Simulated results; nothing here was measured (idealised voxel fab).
voxel capacitor over wiring: a process module
FYI the section here is cut, 280 nm wide, cells are 5 nm squares.
Cross-section spec: square-cell grid; bands listed top down; each band is one or more rows. What a band's entry tells you: where the top is and where the bottom is, as heights in nm, and after that what lies inside, material by material from left to right, each with its width in nm. Empty space is written as the word "blank", and a single material marked with the word "full width" occupies the band from edge to edge. Height is counted from the level 0, under which the received wafer is composed throughout of one material. The lowest of the bands is not closed at the bottom but continues downward, in the notation "from 0 down". The notation "30..40" denotes a width that varies across the rows of cells in the band, beginning at the first number in the top row, finishing at the second number in the bottom row, and changing by an identical amount from each row to the next. Any step labelled "no change occurred" changed none of the cells in the cross-section. The list in "Entrapped void list" covers empty spaces of 8 cells or more that cannot reach the top through any open way, and it gives each as width x height at distance; the distance is from the left edge, and width, height and distance are in nm. Anything after a step's settings on that line? It's the simulator's own note about the step. overlay nm: how far to the right of its planned place the mask lay on this masked step (negative: to the left).
-- Set out below are the planned steps of the process
step 1: RECEIVE [material Si]
step 2: CONFORMAL_DEP [material SiO2] [thk nm 10]
step 3: DIRECTIONAL_DEP [material TiN] [thk nm 5]
step 4: DIRECTIONAL_DEP [material Ru] [thk nm 15]
step 5: PATTERN [tone cover] [mask id METAL_1] [material resist] [width nm 25] [pitch nm 80] [thk nm 20] [overlay nm 0]
step 6: DIRECTIONAL_ETCH [etch materials Ru] [depth nm 15]
step 7: DIRECTIONAL_ETCH [etch materials TiN] [depth nm 5]
step 8: STRIP [etch materials resist]
step 9: CONFORMAL_DEP [material SiN] [thk nm 5]
step 10: FILL_DEP [material SiO2] [thk nm 10]
step 11: CMP [height nm 30]
step 12: CONFORMAL_DEP [material SiCN] [thk nm 5]
step 13: DIRECTIONAL_DEP [material lowk] [thk nm 10]
step 14: DIRECTIONAL_DEP [material aC] [thk nm 15]
step 15: PATTERN [tone open] [mask id PLUG_1] [material resist] [width nm 15] [thk nm 35] [overlay nm 0]
step 16: DIRECTIONAL_ETCH [etch materials aC] [depth nm 15]
step 17: STRIP [etch materials resist]
step 18: DIRECTIONAL_ETCH [etch materials lowk] [depth nm 10]
step 19: DIRECTIONAL_ETCH [etch materials SiCN] [depth nm 5]
step 20: STRIP [etch materials aC]
step 21: CONFORMAL_DEP [material TiN] [thk nm 5]
step 22: FILL_DEP [material W] [thk nm 10]
step 23: CMP [height nm 45]
step 24: DIRECTIONAL_DEP [material TiN] [thk nm 10]
step 25: DIRECTIONAL_DEP [material Al2O3] [thk nm 5]
step 26: DIRECTIONAL_DEP [material TiN] [thk nm 10]
step 27: PATTERN [tone cover] [mask id UPPER_PLATE] [material resist] [width nm 60] [thk nm 15] [overlay nm 0]
step 28: DIRECTIONAL_ETCH [etch materials TiN] [depth nm 10]
step 29: DIRECTIONAL_ETCH [etch materials Al2O3] [depth nm 5]
step 30: STRIP [etch materials resist]
step 31: MASKED_ETCH [tone cover] [mask id LOWER_PLATE] [width nm 70] [etch materials TiN] [depth nm 10] [overlay nm 0]
step 32: FILL_DEP [material SiO2] [thk nm 20]
step 33: CMP [height nm 85]
step 34: PATTERN [tone open] [mask id PLUG_2] [material resist] [width nm 15] [thk nm 15] [overlay nm 0]
step 35: DIRECTIONAL_ETCH [etch materials SiO2] [depth nm 15]
step 36: STRIP [etch materials resist]
step 37: CONFORMAL_DEP [material TiN] [thk nm 5]
step 38: FILL_DEP [material Ru] [thk nm 10]
step 39: CMP [height nm 85]
step 40: CONFORMAL_DEP [material SiCN] [thk nm 5]
-- First wafer, two in total, run as planned
-- Shown in cross-section is the wafer as received, that is, as it stands after step 1
from 0 down | Si full width
Entrapped void list: none
-- Wafer section view after processing step 2
from 10 to 0 | SiO2 full width
Under the height 0 nothing was changed.
-- Wafer section view after processing step 3
from 15 to 10 | TiN full width
Under the height 10 nothing was changed.
-- Wafer section view after processing step 4
from 30 to 15 | Ru full width
Under the height 15 nothing was changed.
-- Wafer section view after processing step 5
from 50 to 30 | 85 nm blank  25 nm resist  55 nm blank  25 nm resist  90 nm blank
Under the height 30 nothing was changed.
-- Wafer section view after processing step 6
from 50 to 30 | 85 nm blank  25 nm resist  55 nm blank  25 nm resist  90 nm blank
from 30 to 15 | 85 nm blank  25 nm Ru  55 nm blank  25 nm Ru  90 nm blank
Under the height 15 nothing was changed.
-- Wafer section view after processing step 7
from 50 to 30 | 85 nm blank  25 nm resist  55 nm blank  25 nm resist  90 nm blank
from 30 to 15 | 85 nm blank  25 nm Ru  55 nm blank  25 nm Ru  90 nm blank
from 15 to 10 | 85 nm blank  25 nm TiN  55 nm blank  25 nm TiN  90 nm blank
Under the height 10 nothing was changed.
-- Wafer section view after processing step 8
from 30 to 15 | 85 nm blank  25 nm Ru  55 nm blank  25 nm Ru  90 nm blank
Under the height 15 nothing was changed.
-- Wafer section view after processing step 9
from 35 to 30 | 80 nm blank  35 nm SiN  45 nm blank  35 nm SiN  85 nm blank
from 30 to 15 | 80 nm blank  5 nm SiN  25 nm Ru  5 nm SiN  45 nm blank  5 nm SiN  25 nm Ru  5 nm SiN  85 nm blank
from 15 to 10 | 85 nm SiN  25 nm TiN  55 nm SiN  25 nm TiN  90 nm SiN
Under the height 10 nothing was changed.
-- Wafer section view after processing step 10
from 45 to 35 | SiO2 full width
from 35 to 30 | 80 nm SiO2  35 nm SiN  45 nm SiO2  35 nm SiN  85 nm SiO2
from 30 to 15 | 80 nm SiO2  5 nm SiN  25 nm Ru  5 nm SiN  45 nm SiO2  5 nm SiN  25 nm Ru  5 nm SiN  85 nm SiO2
Under the height 15 nothing was changed.
-- Wafer section view after processing step 11
from 30 to 15 | 80 nm SiO2  5 nm SiN  25 nm Ru  5 nm SiN  45 nm SiO2  5 nm SiN  25 nm Ru  5 nm SiN  85 nm SiO2
Under the height 15 nothing was changed.
-- Wafer section view after processing step 12
from 35 to 30 | SiCN full width
Under the height 30 nothing was changed.
-- Wafer section view after processing step 13
from 45 to 35 | lowk full width
Under the height 35 nothing was changed.
-- Wafer section view after processing step 14
from 60 to 45 | aC full width
Under the height 45 nothing was changed.
-- Wafer section view after processing step 15
from 95 to 60 | 95 nm resist  15 nm blank  170 nm resist
Under the height 60 nothing was changed.
-- Wafer section view after processing step 16
from 80 to 60 | 95 nm resist  15 nm blank  170 nm resist
from 60 to 45 | 95 nm aC  15 nm blank  170 nm aC
Under the height 45 nothing was changed.
-- Wafer section view after processing step 17
from 60 to 45 | 95 nm aC  15 nm blank  170 nm aC
Under the height 45 nothing was changed.
-- Wafer section view after processing step 18
from 60 to 45 | 95 nm aC  15 nm blank  170 nm aC
from 45 to 35 | 95 nm lowk  15 nm blank  170 nm lowk
Under the height 35 nothing was changed.
-- Wafer section view after processing step 19
from 60 to 45 | 95 nm aC  15 nm blank  170 nm aC
from 45 to 35 | 95 nm lowk  15 nm blank  170 nm lowk
from 35 to 30 | 95 nm SiCN  15 nm blank  170 nm SiCN
Under the height 30 nothing was changed.
-- Wafer section view after processing step 20
from 45 to 35 | 95 nm lowk  15 nm blank  170 nm lowk
Under the height 35 nothing was changed.
-- Wafer section view after processing step 21
from 50 to 45 | 100 nm TiN  5 nm blank  175 nm TiN
from 45 to 35 | 95 nm lowk  5 nm TiN  5 nm blank  5 nm TiN  170 nm lowk
from 35 to 30 | 95 nm SiCN  15 nm TiN  170 nm SiCN
Under the height 30 nothing was changed.
-- Wafer section view after processing step 22
from 60 to 50 | W full width
from 50 to 45 | 100 nm TiN  5 nm W  175 nm TiN
from 45 to 35 | 95 nm lowk  5 nm TiN  5 nm W  5 nm TiN  170 nm lowk
Under the height 35 nothing was changed.
-- Wafer section view after processing step 23
from 45 to 35 | 95 nm lowk  5 nm TiN  5 nm W  5 nm TiN  170 nm lowk
Under the height 35 nothing was changed.
-- Wafer section view after processing step 24
from 55 to 45 | TiN full width
Under the height 45 nothing was changed.
-- Wafer section view after processing step 25
from 60 to 55 | Al2O3 full width
Under the height 55 nothing was changed.
-- Wafer section view after processing step 26
from 70 to 60 | TiN full width
Under the height 60 nothing was changed.
-- Wafer section view after processing step 27
from 85 to 70 | 95 nm blank  60 nm resist  125 nm blank
Under the height 70 nothing was changed.
-- Wafer section view after processing step 28
from 85 to 70 | 95 nm blank  60 nm resist  125 nm blank
from 70 to 60 | 95 nm blank  60 nm TiN  125 nm blank
Under the height 60 nothing was changed.
-- Wafer section view after processing step 29
from 85 to 70 | 95 nm blank  60 nm resist  125 nm blank
from 70 to 60 | 95 nm blank  60 nm TiN  125 nm blank
from 60 to 55 | 95 nm blank  60 nm Al2O3  125 nm blank
Under the height 55 nothing was changed.
-- Wafer section view after processing step 30
from 70 to 60 | 95 nm blank  60 nm TiN  125 nm blank
Under the height 60 nothing was changed.
-- Wafer section view after processing step 31
from 70 to 60 | 95 nm blank  60 nm TiN  125 nm blank
from 60 to 55 | 95 nm blank  60 nm Al2O3  125 nm blank
from 55 to 45 | 90 nm blank  70 nm TiN  120 nm blank
Under the height 45 nothing was changed.
-- Wafer section view after processing step 32
from 90 to 70 | SiO2 full width
from 70 to 60 | 95 nm SiO2  60 nm TiN  125 nm SiO2
from 60 to 55 | 95 nm SiO2  60 nm Al2O3  125 nm SiO2
from 55 to 45 | 90 nm SiO2  70 nm TiN  120 nm SiO2
Under the height 45 nothing was changed.
-- Wafer section view after processing step 33
from 85 to 70 | SiO2 full width
Under the height 70 nothing was changed.
-- Wafer section view after processing step 34
from 100 to 85 | 105 nm resist  15 nm blank  160 nm resist
Under the height 85 nothing was changed.
-- Wafer section view after processing step 35
from 100 to 85 | 105 nm resist  15 nm blank  160 nm resist
from 85 to 70 | 105 nm SiO2  15 nm blank  160 nm SiO2
Under the height 70 nothing was changed.
-- Wafer section view after processing step 36
from 85 to 70 | 105 nm SiO2  15 nm blank  160 nm SiO2
Under the height 70 nothing was changed.
-- Wafer section view after processing step 37
from 90 to 85 | 110 nm TiN  5 nm blank  165 nm TiN
from 85 to 75 | 105 nm SiO2  5 nm TiN  5 nm blank  5 nm TiN  160 nm SiO2
from 75 to 70 | 105 nm SiO2  15 nm TiN  160 nm SiO2
Under the height 70 nothing was changed.
-- Wafer section view after processing step 38
from 100 to 90 | Ru full width
from 90 to 85 | 110 nm TiN  5 nm Ru  165 nm TiN
from 85 to 75 | 105 nm SiO2  5 nm TiN  5 nm Ru  5 nm TiN  160 nm SiO2
Under the height 75 nothing was changed.
-- Wafer section view after processing step 39
from 85 to 75 | 105 nm SiO2  5 nm TiN  5 nm Ru  5 nm TiN  160 nm SiO2
Under the height 75 nothing was changed.
-- Wafer section view after processing step 40
from 90 to 85 | SiCN full width
Under the height 85 nothing was changed.
-- Wafer two: like wafer one in start and plan, but with one mistake in execution; identical up to and including step 1
Second wafer, cut view, end of step 2 per plan: no change occurred
-- Second wafer, cut view, end of step 3 per plan
from 5 to 0 | TiN full width
Under the height 0 nothing was changed.
-- Second wafer, cut view, end of step 4 per plan
from 20 to 5 | Ru full width
Under the height 5 nothing was changed.
-- Second wafer, cut view, end of step 5 per plan
from 40 to 20 | 85 nm blank  25 nm resist  55 nm blank  25 nm resist  90 nm blank
Under the height 20 nothing was changed.
-- Second wafer, cut view, end of step 6 per plan
from 40 to 20 | 85 nm blank  25 nm resist  55 nm blank  25 nm resist  90 nm blank
from 20 to 5 | 85 nm blank  25 nm Ru  55 nm blank  25 nm Ru  90 nm blank
Under the height 5 nothing was changed.
-- Second wafer, cut view, end of step 7 per plan
from 40 to 20 | 85 nm blank  25 nm resist  55 nm blank  25 nm resist  90 nm blank
from 20 to 5 | 85 nm blank  25 nm Ru  55 nm blank  25 nm Ru  90 nm blank
from 5 to 0 | 85 nm blank  25 nm TiN  55 nm blank  25 nm TiN  90 nm blank
Under the height 0 nothing was changed.
-- Second wafer, cut view, end of step 8 per plan
from 20 to 5 | 85 nm blank  25 nm Ru  55 nm blank  25 nm Ru  90 nm blank
Under the height 5 nothing was changed.
-- Second wafer, cut view, end of step 9 per plan
from 25 to 20 | 80 nm blank  35 nm SiN  45 nm blank  35 nm SiN  85 nm blank
from 20 to 5 | 80 nm blank  5 nm SiN  25 nm Ru  5 nm SiN  45 nm blank  5 nm SiN  25 nm Ru  5 nm SiN  85 nm blank
from 5 to 0 | 85 nm SiN  25 nm TiN  55 nm SiN  25 nm TiN  90 nm SiN
Under the height 0 nothing was changed.
-- Second wafer, cut view, end of step 10 per plan
from 35 to 25 | SiO2 full width
from 25 to 20 | 80 nm SiO2  35 nm SiN  45 nm SiO2  35 nm SiN  85 nm SiO2
from 20 to 5 | 80 nm SiO2  5 nm SiN  25 nm Ru  5 nm SiN  45 nm SiO2  5 nm SiN  25 nm Ru  5 nm SiN  85 nm SiO2
Under the height 5 nothing was changed.
-- Second wafer, cut view, end of step 11 per plan
from 30 to 25 | SiO2 full width
Under the height 25 nothing was changed.
-- Second wafer, cut view, end of step 12 per plan
from 35 to 30 | SiCN full width
Under the height 30 nothing was changed.
-- Second wafer, cut view, end of step 13 per plan
from 45 to 35 | lowk full width
Under the height 35 nothing was changed.
-- Second wafer, cut view, end of step 14 per plan
from 60 to 45 | aC full width
Under the height 45 nothing was changed.
-- Second wafer, cut view, end of step 15 per plan
from 95 to 60 | 95 nm resist  15 nm blank  170 nm resist
Under the height 60 nothing was changed.
-- Second wafer, cut view, end of step 16 per plan
from 80 to 60 | 95 nm resist  15 nm blank  170 nm resist
from 60 to 45 | 95 nm aC  15 nm blank  170 nm aC
Under the height 45 nothing was changed.
-- Second wafer, cut view, end of step 17 per plan
from 60 to 45 | 95 nm aC  15 nm blank  170 nm aC
Under the height 45 nothing was changed.
-- Second wafer, cut view, end of step 18 per plan
from 60 to 45 | 95 nm aC  15 nm blank  170 nm aC
from 45 to 35 | 95 nm lowk  15 nm blank  170 nm lowk
Under the height 35 nothing was changed.
-- Second wafer, cut view, end of step 19 per plan
from 60 to 45 | 95 nm aC  15 nm blank  170 nm aC
from 45 to 35 | 95 nm lowk  15 nm blank  170 nm lowk
from 35 to 30 | 95 nm SiCN  15 nm blank  170 nm SiCN
Under the height 30 nothing was changed.
-- Second wafer, cut view, end of step 20 per plan
from 45 to 35 | 95 nm lowk  15 nm blank  170 nm lowk
Under the height 35 nothing was changed.
-- Second wafer, cut view, end of step 21 per plan
from 50 to 45 | 100 nm TiN  5 nm blank  175 nm TiN
from 45 to 35 | 95 nm lowk  5 nm TiN  5 nm blank  5 nm TiN  170 nm lowk
from 35 to 30 | 95 nm SiCN  15 nm TiN  170 nm SiCN
Under the height 30 nothing was changed.
-- Second wafer, cut view, end of step 22 per plan
from 60 to 50 | W full width
from 50 to 45 | 100 nm TiN  5 nm W  175 nm TiN
from 45 to 35 | 95 nm lowk  5 nm TiN  5 nm W  5 nm TiN  170 nm lowk
Under the height 35 nothing was changed.
-- Second wafer, cut view, end of step 23 per plan
from 45 to 35 | 95 nm lowk  5 nm TiN  5 nm W  5 nm TiN  170 nm lowk
Under the height 35 nothing was changed.
-- Second wafer, cut view, end of step 24 per plan
from 55 to 45 | TiN full width
Under the height 45 nothing was changed.
-- Second wafer, cut view, end of step 25 per plan
from 60 to 55 | Al2O3 full width
Under the height 55 nothing was changed.
-- Second wafer, cut view, end of step 26 per plan
from 70 to 60 | TiN full width
Under the height 60 nothing was changed.
-- Second wafer, cut view, end of step 27 per plan
from 85 to 70 | 95 nm blank  60 nm resist  125 nm blank
Under the height 70 nothing was changed.
-- Second wafer, cut view, end of step 28 per plan
from 85 to 70 | 95 nm blank  60 nm resist  125 nm blank
from 70 to 60 | 95 nm blank  60 nm TiN  125 nm blank
Under the height 60 nothing was changed.
-- Second wafer, cut view, end of step 29 per plan
from 85 to 70 | 95 nm blank  60 nm resist  125 nm blank
from 70 to 60 | 95 nm blank  60 nm TiN  125 nm blank
from 60 to 55 | 95 nm blank  60 nm Al2O3  125 nm blank
Under the height 55 nothing was changed.
-- Second wafer, cut view, end of step 30 per plan
from 70 to 60 | 95 nm blank  60 nm TiN  125 nm blank
Under the height 60 nothing was changed.
-- Second wafer, cut view, end of step 31 per plan
from 70 to 60 | 95 nm blank  60 nm TiN  125 nm blank
from 60 to 55 | 95 nm blank  60 nm Al2O3  125 nm blank
from 55 to 45 | 90 nm blank  70 nm TiN  120 nm blank
Under the height 45 nothing was changed.
-- Second wafer, cut view, end of step 32 per plan
from 90 to 70 | SiO2 full width
from 70 to 60 | 95 nm SiO2  60 nm TiN  125 nm SiO2
from 60 to 55 | 95 nm SiO2  60 nm Al2O3  125 nm SiO2
from 55 to 45 | 90 nm SiO2  70 nm TiN  120 nm SiO2
Under the height 45 nothing was changed.
-- Second wafer, cut view, end of step 33 per plan
from 85 to 70 | SiO2 full width
Under the height 70 nothing was changed.
-- Second wafer, cut view, end of step 34 per plan
from 100 to 85 | 105 nm resist  15 nm blank  160 nm resist
Under the height 85 nothing was changed.
-- Second wafer, cut view, end of step 35 per plan
from 100 to 85 | 105 nm resist  15 nm blank  160 nm resist
from 85 to 70 | 105 nm SiO2  15 nm blank  160 nm SiO2
Under the height 70 nothing was changed.
-- Second wafer, cut view, end of step 36 per plan
from 85 to 70 | 105 nm SiO2  15 nm blank  160 nm SiO2
Under the height 70 nothing was changed.
-- Second wafer, cut view, end of step 37 per plan
from 90 to 85 | 110 nm TiN  5 nm blank  165 nm TiN
from 85 to 75 | 105 nm SiO2  5 nm TiN  5 nm blank  5 nm TiN  160 nm SiO2
from 75 to 70 | 105 nm SiO2  15 nm TiN  160 nm SiO2
Under the height 70 nothing was changed.
-- Second wafer, cut view, end of step 38 per plan
from 100 to 90 | Ru full width
from 90 to 85 | 110 nm TiN  5 nm Ru  165 nm TiN
from 85 to 75 | 105 nm SiO2  5 nm TiN  5 nm Ru  5 nm TiN  160 nm SiO2
Under the height 75 nothing was changed.
-- Second wafer, cut view, end of step 39 per plan
from 85 to 75 | 105 nm SiO2  5 nm TiN  5 nm Ru  5 nm TiN  160 nm SiO2
Under the height 75 nothing was changed.
-- Second wafer, cut view, end of step 40 per plan
from 90 to 85 | SiCN full width
Under the height 85 nothing was changed.
Finding, execution versus plan: step 2 of the plan never got run, it was skipped over
Final comparison by cell count, materials where the second wafer has more or fewer than the first: SiN: 14 more | SiO2: 14 fewer
